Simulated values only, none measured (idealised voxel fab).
Name of the process module below: voxel quadruple lines
Displayed cross-section: cut, width of 190 nm, square cells sized 5 nm.
In this document a cross-section is written as a grid of square cells. It is given as a series of bands, listed from the top down, and a band is one or more rows of cells.
Top, bottom (nm), then materials left to right with widths (nm); lone material tagged "everywhere" fills the whole band edge to edge; "empty" = empty space.
Basically, 0 is our baseline, since under it the wafer straight out of the box is all one material. The bottom band has no lower end and keeps on going down, so it looks like "top 0, no bottom".
So if you see something like "30 to 40" for the width, read it as the top row of the band sitting at the first number and the bottom row at the second, with every row in between moving by the same amount as the last.
"all unchanged" -> step changed no cross-section cell.
"Voids, enclosed" means: voids of 8 cells or more that are shut off from the top with no open way through. Written width x height at distance, distance from the left edge, in nm.
Formally, on a step line, whatever follows the settings is a remark that the simulator itself makes on the step.
The "overlay nm" setting may appear on a step's line; for a step that uses a mask, it gives how far to the right of its planned position the mask lay, and a negative value indicates the left.
-- Steps in the process plan
1,RECEIVE, material Si
2,CONFORMAL_DEP, material SiO2, thk nm 10
3,DIRECTIONAL_DEP, material W, thk nm 15
4,DIRECTIONAL_DEP, material polySi, thk nm 15
5,DIRECTIONAL_DEP, material aC, thk nm 25
6,PATTERN, tone cover, mask id MANDREL, material resist, width nm 20, pitch nm 60, thk nm 30, overlay nm 0
7,DIRECTIONAL_ETCH, etch materials aC, depth nm 25
8,STRIP, etch materials resist
9,CONFORMAL_DEP, material SiO2, thk nm 10
10,DIRECTIONAL_ETCH, etch materials SiO2, depth nm 10
11,STRIP, etch materials aC
12,DIRECTIONAL_ETCH, etch materials polySi, depth nm 15
13,STRIP, etch materials SiO2
14,CONFORMAL_DEP, material SiCN, thk nm 5
15,DIRECTIONAL_ETCH, etch materials SiCN, depth nm 5
16,STRIP, etch materials polySi
17,DIRECTIONAL_ETCH, etch materials W, depth nm 15
18,STRIP, etch materials SiCN
-- Cross-section, incoming material, after step 1
* top 0, no bottom: Si everywhere
* Voids, enclosed: none
-- Here's the wafer cut in cross-section after the module, started and planned just like above, except one thing was done wrong in the run
* top 25, bottom 10: empty: 40; W: 5; empty: 10; W: 5; empty: 10; W: 5; empty: 10; W: 5; empty: 10; W: 5; empty: 10; W: 5; empty: 10; W: 5; empty: 10; W: 5; empty: 40
* top 10, bottom 0: W everywhere
* top 0, no bottom: Si everywhere
* Voids, enclosed: none
Deviation from plan: in deviation from the planned setting, step 2 was conducted as CONFORMAL_DEP, material W, thk nm 10
